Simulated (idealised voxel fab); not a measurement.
The document below concerns the process module designated voxel quadruple lines.
This is section cut - it's 215 nm across, gridded in 5 nm square cells.
The cross-sections in this document take the form of a grid made of square cells. They are written out as bands, in order from top to bottom. Each band consists of one or more rows of cells.
Band entry format. Leading values: height of top, height of bottom, nm. Remainder: materials in left-to-right order, each with its width in nm. Special words: "throughout" on a single material, which then fills the band edge to edge; "empty", empty space.
Below 0: as-received wafer, all one material; heights counted from there. Lowest band: no bottom, goes on down, written "from 0 down".
Note: "30->40" means the width goes from the first number (top row of the band) to the second number (bottom row) in equal steps per row of cells.
When a step is marked "nothing changed", none of the cells in the cross-section changed during that step.
Reported under the label "Enclosed void catalog" are the empty spaces having no open way to the top and comprising 8 cells or more; the notation for each is width x height at distance, in which the distance is measured from the left edge and all three values are in nm.
On each step's line, the part that comes after the settings is the simulator's own comment on the step.
You can add "overlay nm" to a step's line. For a step with a mask, it describes how far the mask lay to the right of its planned position, and a negative number describes a lay to the left.

Planned process steps:
step 1: RECEIVE with material Si
step 2: CONFORMAL_DEP with material Al2O3, thk nm 5
step 3: DIRECTIONAL_DEP with material TiN, thk nm 15
step 4: DIRECTIONAL_DEP with material polySi, thk nm 15
step 5: DIRECTIONAL_DEP with material aC, thk nm 20
step 6: PATTERN with tone cover, mask id MANDREL, material resist, width nm 20, thk nm 30, overlay nm 0
step 7: DIRECTIONAL_ETCH with etch materials aC, depth nm 20
step 8: STRIP with etch materials resist
step 9: CONFORMAL_DEP with material SiO2, thk nm 10
step 10: DIRECTIONAL_ETCH with etch materials SiO2, depth nm 10
step 11: STRIP with etch materials aC
step 12: DIRECTIONAL_ETCH with etch materials polySi, depth nm 15
step 13: STRIP with etch materials SiO2
step 14: CONFORMAL_DEP with material SiCN, thk nm 5
step 15: DIRECTIONAL_ETCH with etch materials SiCN, depth nm 5
step 16: STRIP with etch materials polySi
step 17: DIRECTIONAL_ETCH with etch materials TiN, depth nm 15
step 18: STRIP with etch materials SiCN

As received (post step 1): cross-section:
> from 0 down: Si throughout
> Enclosed void catalog: none

Module complete, cross-section. Starting point and plan per above. One mistake made in running the module:
> from 35 to 20: empty=80 / TiN=5 / empty=10 / TiN=5 / empty=10 / TiN=5 / empty=10 / TiN=5 / empty=85
> from 20 to 5: TiN throughout
> from 5 to 0: Al2O3 throughout
> from 0 down: Si throughout
> Enclosed void catalog: none
Here's what went sideways: it should be noted that step 3 of the plan was executed twice
